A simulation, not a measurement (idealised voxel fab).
process module | voxel air gaps
cross-section cut | 290 nm wide | cells 5 nm
A cross-section is a grid of square cells, given in bands from the top down. A band is one or more rows of cells.
Each band's line starts with the height of the band's top and of its bottom, in nm. Then come its materials from left to right, each with its width in nm. One material with "throughout" fills the band from edge to edge. "air" is empty space.
Height 0 is the level under which the wafer as received is all one material. The lowest band goes on downwards, as in "0 down".
A width such as "30 to 40" changes by the same amount from each row of cells to the next, from the band's top row to its bottom row.
"no change" after a step means that no cell of the cross-section changed.
closed voids: empty space of 8 cells or more with no open way to the top, each as width x height at its distance from the left edge, in nm
after a step's settings: what the simulator itself notes on the step
overlay nm, on a step with a mask: how far to the right of its planned place the mask lay; to the left if negative
plan
1 op RECEIVE | material Si
2 op CONFORMAL_DEP | material SiO2 | thk nm 15
3 op CONFORMAL_DEP | material SiN | thk nm 5
4 op DIRECTIONAL_DEP | material SiO2 | thk nm 30
5 op DIRECTIONAL_DEP | material aC | thk nm 10
6 op PATTERN | tone open | mask id LINES | material resist | width nm 15 | pitch nm 45 | thk nm 30 | overlay nm 0
7 op DIRECTIONAL_ETCH | etch materials aC | depth nm 10
8 op STRIP | etch materials resist
9 op DIRECTIONAL_ETCH | etch materials SiO2 | depth nm 30
10 op STRIP | etch materials aC
11 op CONFORMAL_DEP | material TiN | thk nm 5
12 op FILL_DEP | material Ru | thk nm 10
13 op CMP | height nm 50
14 op EPI | material Ru | thk nm 10
15 op SELECTIVE_ETCH | etch materials SiO2 | depth nm 40
16 op CONFORMAL_DEP | material SiN | thk nm 5
as received, after step 1
  0 down: Si throughout
  closed voids: none
first wafer at the end, as planned
  65 to 60: air 55 | SiN 180 | air 55
  60 to 50: air 55 | SiN 5 | Ru 35 | SiN 10 | Ru 35 | SiN 10 | Ru 35 | SiN 10 | Ru 35 | SiN 5 | air 55
  50 to 45: air 55 | SiN 15 | TiN 5 | Ru 5 | TiN 5 | SiN 30 | TiN 5 | Ru 5 | TiN 5 | SiN 30 | TiN 5 | Ru 5 | TiN 5 | SiN 30 | TiN 5 | Ru 5 | TiN 5 | SiN 15 | air 55
  45 to 25: air 65 | SiN 5 | TiN 5 | Ru 5 | TiN 5 | SiN 5 | air 20 | SiN 5 | TiN 5 | Ru 5 | TiN 5 | SiN 5 | air 20 | SiN 5 | TiN 5 | Ru 5 | TiN 5 | SiN 5 | air 20 | SiN 5 | TiN 5 | Ru 5 | TiN 5 | SiN 5 | air 65
  25 to 20: SiN 70 | TiN 15 | SiN 30 | TiN 15 | SiN 30 | TiN 15 | SiN 30 | TiN 15 | SiN 70
  20 to 15: SiN throughout
  15 to 0: SiO2 throughout
  0 down: Si throughout
  closed voids: 20 x 20 at 90; 20 x 20 at 135; 20 x 20 at 180
second wafer at the end: like start, like plan, one mistake
  65 to 60: air 50 | SiN 190 | air 50
  60 to 50: air 50 | SiN 5 | Ru 180 | SiN 5 | air 50
  50 to 45: air 50 | SiN 15 | TiN 5 | Ru 15 | TiN 5 | SiO2 20 | TiN 5 | Ru 15 | TiN 5 | SiO2 20 | TiN 5 | Ru 15 | TiN 5 | SiO2 20 | TiN 5 | Ru 15 | TiN 5 | SiN 15 | air 50
  45 to 25: air 60 | SiN 5 | TiN 5 | Ru 15 | TiN 5 | SiO2 20 | TiN 5 | Ru 15 | TiN 5 | SiO2 20 | TiN 5 | Ru 15 | TiN 5 | SiO2 20 | TiN 5 | Ru 15 | TiN 5 | SiN 5 | air 60
  25 to 20: SiN 65 | TiN 25 | SiO2 20 | TiN 25 | SiO2 20 | TiN 25 | SiO2 20 | TiN 25 | SiN 65
  20 to 15: SiN throughout
  15 to 0: SiO2 throughout
  0 down: Si throughout
  closed voids: none
what went wrong: step 6 ran as: op PATTERN | tone open | mask id LINES | material resist | width nm 25 | pitch nm 45 | thk nm 30 | overlay nm 0
at the end the second wafer has, in cells: 56 more of Ru | 72 fewer of SiN | 72 more of SiO2 | 8 more of TiN
closed voids at the end (first wafer, second wafer): 3, 0
